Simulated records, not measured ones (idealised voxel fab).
Process module name: voxel capacitor over wiring
Cross-section cut: width 270 nm, square cells of 5 nm.
A cross-section is written here as square cells arranged in a grid, and it is given in bands from the top down, each band taking up one or more rows of cells. Look at the band entry: it leads with the top's height and the bottom's height in nm. Then it lists the materials left to right, with a width in nm for each. The word "all across" on a single material says that material fills the band edge to edge. The word "empty" is empty space. Height is counted from the level 0, under which the received wafer is composed throughout of one material. The lowest of the bands is not closed at the bottom but continues downward, in the notation "top 0, no bottom". Width "30 to 40": first value at the band's top row of cells, second value at its bottom row, equal change from row to row. Where a step carries "changes: none", the cross-section came out of it unchanged, cell for cell. This entry, "Completely enclosed voids", enumerates those empty regions of no fewer than 8 cells that possess no open connection to the top. Each region is reported in the form width x height at distance, the distance being taken from the left edge, with all three quantities expressed in nm. Anything after a step's settings on that line? It's the simulator's own note about the step. The setting "overlay nm" may be written on the line of a step. When the step uses a mask, the value reports how far to the right of the planned place the mask lay, and a negative value reports that it lay to the left.

Plan
- 1: RECEIVE with material Si
- 2: CONFORMAL_DEP with material SiO2, thk nm 15
- 3: CONFORMAL_DEP with material SiCN, thk nm 5
- 4: DIRECTIONAL_DEP with material SiO2, thk nm 15
- 5: DIRECTIONAL_DEP with material aC, thk nm 10
- 6: PATTERN with tone open, mask id METAL_1, material resist, width nm 25, pitch nm 90, thk nm 25, overlay nm 0
- 7: DIRECTIONAL_ETCH with etch materials aC, depth nm 10
- 8: STRIP with etch materials resist
- 9: DIRECTIONAL_ETCH with etch materials SiO2, depth nm 15
- 10: DIRECTIONAL_ETCH with etch materials SiCN, depth nm 5
- 11: STRIP with etch materials aC
- 12: CONFORMAL_DEP with material TiN, thk nm 5
- 13: FILL_DEP with material Ru, thk nm 5
- 14: CMP with height nm 35
- 15: CONFORMAL_DEP with material SiCN, thk nm 5
- 16: DIRECTIONAL_DEP with material SiO2, thk nm 20
- 17: MASKED_ETCH with tone open, mask id PLUG_1, width nm 15, etch materials SiO2, depth nm 20, overlay nm 0
- 18: MASKED_ETCH with tone open, mask id PLUG_1, width nm 15, etch materials SiCN, depth nm 5, overlay nm 0
- 19: CONFORMAL_DEP with material TiN, thk nm 5
- 20: FILL_DEP with material Cu, thk nm 5
- 21: CMP with height nm 60
- 22: DIRECTIONAL_DEP with material TiN, thk nm 10
- 23: DIRECTIONAL_DEP with material HfO2, thk nm 5
- 24: DIRECTIONAL_DEP with material TiN, thk nm 5
- 25: DIRECTIONAL_DEP with material aC, thk nm 10
- 26: PATTERN with tone cover, mask id UPPER_PLATE, material resist, width nm 70, thk nm 25, overlay nm 0
- 27: DIRECTIONAL_ETCH with etch materials aC, depth nm 10
- 28: STRIP with etch materials resist
- 29: DIRECTIONAL_ETCH with etch materials TiN, depth nm 5
- 30: DIRECTIONAL_ETCH with etch materials HfO2, depth nm 5
- 31: STRIP with etch materials aC
- 32: DIRECTIONAL_DEP with material aC, thk nm 15
- 33: PATTERN with tone cover, mask id LOWER_PLATE, material resist, width nm 80, thk nm 30, overlay nm 0
- 34: DIRECTIONAL_ETCH with etch materials aC, depth nm 15
- 35: STRIP with etch materials resist
- 36: DIRECTIONAL_ETCH with etch materials TiN, depth nm 10
- 37: STRIP with etch materials aC
- 38: FILL_DEP with material SiO2, thk nm 20
- 39: CMP with height nm 95
- 40: MASKED_ETCH with tone open, mask id PLUG_2, width nm 15, etch materials SiO2, depth nm 15, overlay nm 0
- 41: CONFORMAL_DEP with material TiN, thk nm 5
- 42: FILL_DEP with material W, thk nm 5
- 43: CMP with height nm 95
- 44: CONFORMAL_DEP with material SiCN, thk nm 5

First of the two wafers, run per plan

Step 1 complete: cross-section of the wafer as received
top 0, no bottom = Si all across
Completely enclosed voids: none

Take a look at the wafer's cross-section after step 2
top 15, bottom 0 = SiO2 all across
Everything under 0 stays put, no change at all.

Take a look at the wafer's cross-section after step 3
top 20, bottom 15 = SiCN all across
Everything under 15 stays put, no change at all.

Take a look at the wafer's cross-section after step 4
top 35, bottom 20 = SiO2 all across
Everything under 20 stays put, no change at all.

Take a look at the wafer's cross-section after step 5
top 45, bottom 35 = aC all across
Everything under 35 stays put, no change at all.

Take a look at the wafer's cross-section after step 6
top 70, bottom 45 = resist 75 nm, then empty 25 nm, then resist 65 nm, then empty 25 nm, then resist 80 nm
Everything under 45 stays put, no change at all.

Take a look at the wafer's cross-section after step 7
top 60, bottom 45 = resist 75 nm, then empty 25 nm, then resist 65 nm, then empty 25 nm, then resist 80 nm
top 45, bottom 35 = aC 75 nm, then empty 25 nm, then aC 65 nm, then empty 25 nm, then aC 80 nm
Everything under 35 stays put, no change at all.

Take a look at the wafer's cross-section after step 8
top 45, bottom 35 = aC 75 nm, then empty 25 nm, then aC 65 nm, then empty 25 nm, then aC 80 nm
Everything under 35 stays put, no change at all.

Take a look at the wafer's cross-section after step 9
top 45, bottom 35 = aC 75 nm, then empty 25 nm, then aC 65 nm, then empty 25 nm, then aC 80 nm
top 35, bottom 20 = SiO2 75 nm, then empty 25 nm, then SiO2 65 nm, then empty 25 nm, then SiO2 80 nm
Everything under 20 stays put, no change at all.

Take a look at the wafer's cross-section after step 10
top 45, bottom 35 = aC 75 nm, then empty 25 nm, then aC 65 nm, then empty 25 nm, then aC 80 nm
top 35, bottom 20 = SiO2 75 nm, then empty 25 nm, then SiO2 65 nm, then empty 25 nm, then SiO2 80 nm
top 20, bottom 15 = SiCN 75 nm, then empty 25 nm, then SiCN 65 nm, then empty 25 nm, then SiCN 80 nm
Everything under 15 stays put, no change at all.

Take a look at the wafer's cross-section after step 11
top 35, bottom 20 = SiO2 75 nm, then empty 25 nm, then SiO2 65 nm, then empty 25 nm, then SiO2 80 nm
Everything under 20 stays put, no change at all.

Take a look at the wafer's cross-section after step 12
top 40, bottom 35 = TiN 80 nm, then empty 15 nm, then TiN 75 nm, then empty 15 nm, then TiN 85 nm
top 35, bottom 20 = SiO2 75 nm, then TiN 5 nm, then empty 15 nm, then TiN 5 nm, then SiO2 65 nm, then TiN 5 nm, then empty 15 nm, then TiN 5 nm, then SiO2 80 nm
top 20, bottom 15 = SiCN 75 nm, then TiN 25 nm, then SiCN 65 nm, then TiN 25 nm, then SiCN 80 nm
Everything under 15 stays put, no change at all.

Take a look at the wafer's cross-section after step 13
top 45, bottom 40 = Ru all across
top 40, bottom 35 = TiN 80 nm, then Ru 15 nm, then TiN 75 nm, then Ru 15 nm, then TiN 85 nm
top 35, bottom 20 = SiO2 75 nm, then TiN 5 nm, then Ru 15 nm, then TiN 5 nm, then SiO2 65 nm, then TiN 5 nm, then Ru 15 nm, then TiN 5 nm, then SiO2 80 nm
Everything under 20 stays put, no change at all.

Take a look at the wafer's cross-section after step 14
top 35, bottom 20 = SiO2 75 nm, then TiN 5 nm, then Ru 15 nm, then TiN 5 nm, then SiO2 65 nm, then TiN 5 nm, then Ru 15 nm, then TiN 5 nm, then SiO2 80 nm
Everything under 20 stays put, no change at all.

Take a look at the wafer's cross-section after step 15
top 40, bottom 35 = SiCN all across
Everything under 35 stays put, no change at all.

Take a look at the wafer's cross-section after step 16
top 60, bottom 40 = SiO2 all across
Everything under 40 stays put, no change at all.

Take a look at the wafer's cross-section after step 17
top 60, bottom 40 = SiO2 85 nm, then empty 15 nm, then SiO2 170 nm
Everything under 40 stays put, no change at all.

Take a look at the wafer's cross-section after step 18
top 60, bottom 40 = SiO2 85 nm, then empty 15 nm, then SiO2 170 nm
top 40, bottom 35 = SiCN 85 nm, then empty 15 nm, then SiCN 170 nm
Everything under 35 stays put, no change at all.

Take a look at the wafer's cross-section after step 19
top 65, bottom 60 = TiN 90 nm, then empty 5 nm, then TiN 175 nm
top 60, bottom 40 = SiO2 85 nm, then TiN 5 nm, then empty 5 nm, then TiN 5 nm, then SiO2 170 nm
top 40, bottom 35 = SiCN 85 nm, then TiN 15 nm, then SiCN 170 nm
Everything under 35 stays put, no change at all.

Take a look at the wafer's cross-section after step 20
top 70, bottom 65 = Cu all across
top 65, bottom 60 = TiN 90 nm, then Cu 5 nm, then TiN 175 nm
top 60, bottom 40 = SiO2 85 nm, then TiN 5 nm, then Cu 5 nm, then TiN 5 nm, then SiO2 170 nm
Everything under 40 stays put, no change at all.

Take a look at the wafer's cross-section after step 21
top 60, bottom 40 = SiO2 85 nm, then TiN 5 nm, then Cu 5 nm, then TiN 5 nm, then SiO2 170 nm
Everything under 40 stays put, no change at all.

Take a look at the wafer's cross-section after step 22
top 70, bottom 60 = TiN all across
Everything under 60 stays put, no change at all.

Take a look at the wafer's cross-section after step 23
top 75, bottom 70 = HfO2 all across
Everything under 70 stays put, no change at all.

Take a look at the wafer's cross-section after step 24
top 80, bottom 75 = TiN all across
Everything under 75 stays put, no change at all.

Take a look at the wafer's cross-section after step 25
top 90, bottom 80 = aC all across
Everything under 80 stays put, no change at all.

Take a look at the wafer's cross-section after step 26
top 115, bottom 90 = empty 85 nm, then resist 70 nm, then empty 115 nm
Everything under 90 stays put, no change at all.

Take a look at the wafer's cross-section after step 27
top 105, bottom 90 = empty 85 nm, then resist 70 nm, then empty 115 nm
top 90, bottom 80 = empty 85 nm, then aC 70 nm, then empty 115 nm
Everything under 80 stays put, no change at all.

Take a look at the wafer's cross-section after step 28
top 90, bottom 80 = empty 85 nm, then aC 70 nm, then empty 115 nm
Everything under 80 stays put, no change at all.

Take a look at the wafer's cross-section after step 29
top 90, bottom 80 = empty 85 nm, then aC 70 nm, then empty 115 nm
top 80, bottom 75 = empty 85 nm, then TiN 70 nm, then empty 115 nm
Everything under 75 stays put, no change at all.

Take a look at the wafer's cross-section after step 30
top 90, bottom 80 = empty 85 nm, then aC 70 nm, then empty 115 nm
top 80, bottom 75 = empty 85 nm, then TiN 70 nm, then empty 115 nm
top 75, bottom 70 = empty 85 nm, then HfO2 70 nm, then empty 115 nm
Everything under 70 stays put, no change at all.

Take a look at the wafer's cross-section after step 31
top 80, bottom 75 = empty 85 nm, then TiN 70 nm, then empty 115 nm
Everything under 75 stays put, no change at all.

Take a look at the wafer's cross-section after step 32
top 95, bottom 85 = empty 85 nm, then aC 70 nm, then empty 115 nm
top 85, bottom 80 = aC all across
top 80, bottom 75 = aC 85 nm, then TiN 70 nm, then aC 115 nm
top 75, bottom 70 = aC 85 nm, then HfO2 70 nm, then aC 115 nm
Everything under 70 stays put, no change at all.

Take a look at the wafer's cross-section after step 33
top 125, bottom 95 = empty 80 nm, then resist 80 nm, then empty 110 nm
top 95, bottom 85 = empty 80 nm, then resist 5 nm, then aC 70 nm, then resist 5 nm, then empty 110 nm
Everything under 85 stays put, no change at all.

Take a look at the wafer's cross-section after step 34
top 110, bottom 95 = empty 80 nm, then resist 80 nm, then empty 110 nm
top 95, bottom 85 = empty 80 nm, then resist 5 nm, then aC 70 nm, then resist 5 nm, then empty 110 nm
top 85, bottom 80 = empty 80 nm, then aC 80 nm, then empty 110 nm
top 80, bottom 75 = empty 80 nm, then aC 5 nm, then TiN 70 nm, then aC 5 nm, then empty 110 nm
top 75, bottom 70 = empty 80 nm, then aC 5 nm, then HfO2 70 nm, then aC 5 nm, then empty 110 nm
Everything under 70 stays put, no change at all.

Take a look at the wafer's cross-section after step 35
top 95, bottom 85 = empty 85 nm, then aC 70 nm, then empty 115 nm
Everything under 85 stays put, no change at all.

Take a look at the wafer's cross-section after step 36
top 95, bottom 85 = empty 85 nm, then aC 70 nm, then empty 115 nm
top 85, bottom 80 = empty 80 nm, then aC 80 nm, then empty 110 nm
top 80, bottom 75 = empty 80 nm, then aC 5 nm, then TiN 70 nm, then aC 5 nm, then empty 110 nm
top 75, bottom 70 = empty 80 nm, then aC 5 nm, then HfO2 70 nm, then aC 5 nm, then empty 110 nm
top 70, bottom 60 = empty 80 nm, then TiN 80 nm, then empty 110 nm
Everything under 60 stays put, no change at all.

Take a look at the wafer's cross-section after step 37
top 80, bottom 75 = empty 85 nm, then TiN 70 nm, then empty 115 nm
top 75, bottom 70 = empty 85 nm, then HfO2 70 nm, then empty 115 nm
Everything under 70 stays put, no change at all.

Take a look at the wafer's cross-section after step 38
top 100, bottom 80 = SiO2 all across
top 80, bottom 75 = SiO2 85 nm, then TiN 70 nm, then SiO2 115 nm
top 75, bottom 70 = SiO2 85 nm, then HfO2 70 nm, then SiO2 115 nm
top 70, bottom 60 = SiO2 80 nm, then TiN 80 nm, then SiO2 110 nm
Everything under 60 stays put, no change at all.

Take a look at the wafer's cross-section after step 39
top 95, bottom 80 = SiO2 all across
Everything under 80 stays put, no change at all.

Take a look at the wafer's cross-section after step 40
top 95, bottom 80 = SiO2 95 nm, then empty 15 nm, then SiO2 160 nm
Everything under 80 stays put, no change at all.

Take a look at the wafer's cross-section after step 41
top 100, bottom 95 = TiN 100 nm, then empty 5 nm, then TiN 165 nm
top 95, bottom 85 = SiO2 95 nm, then TiN 5 nm, then empty 5 nm, then TiN 5 nm, then SiO2 160 nm
top 85, bottom 75 = SiO2 95 to 85 nm, then TiN 15 to 70 nm, then SiO2 160 to 115 nm
Everything under 75 stays put, no change at all.

Take a look at the wafer's cross-section after step 42
top 105, bottom 100 = W all across
top 100, bottom 95 = TiN 100 nm, then W 5 nm, then TiN 165 nm
top 95, bottom 85 = SiO2 95 nm, then TiN 5 nm, then W 5 nm, then TiN 5 nm, then SiO2 160 nm
Everything under 85 stays put, no change at all.

Take a look at the wafer's cross-section after step 43
top 95, bottom 85 = SiO2 95 nm, then TiN 5 nm, then W 5 nm, then TiN 5 nm, then SiO2 160 nm
Everything under 85 stays put, no change at all.

Take a look at the wafer's cross-section after step 44
top 100, bottom 95 = SiCN all across
Everything under 95 stays put, no change at all.

Companion wafer, the second of two: same beginning, same intended sequence, one mistake in carrying it out; through step 43 inclusive it tracks the first exactly

Cross-section of the second wafer at the time by which step 44 should have been completed according to the plan
top 100, bottom 95 = Ru all across
Everything under 95 stays put, no change at all.
Where did the run depart from the plan? step 44 off recipe, ran as CONFORMAL_DEP with material Ru, thk nm 5
at the end the second wafer has, in cells: Ru: 54 more, SiCN: 54 fewer
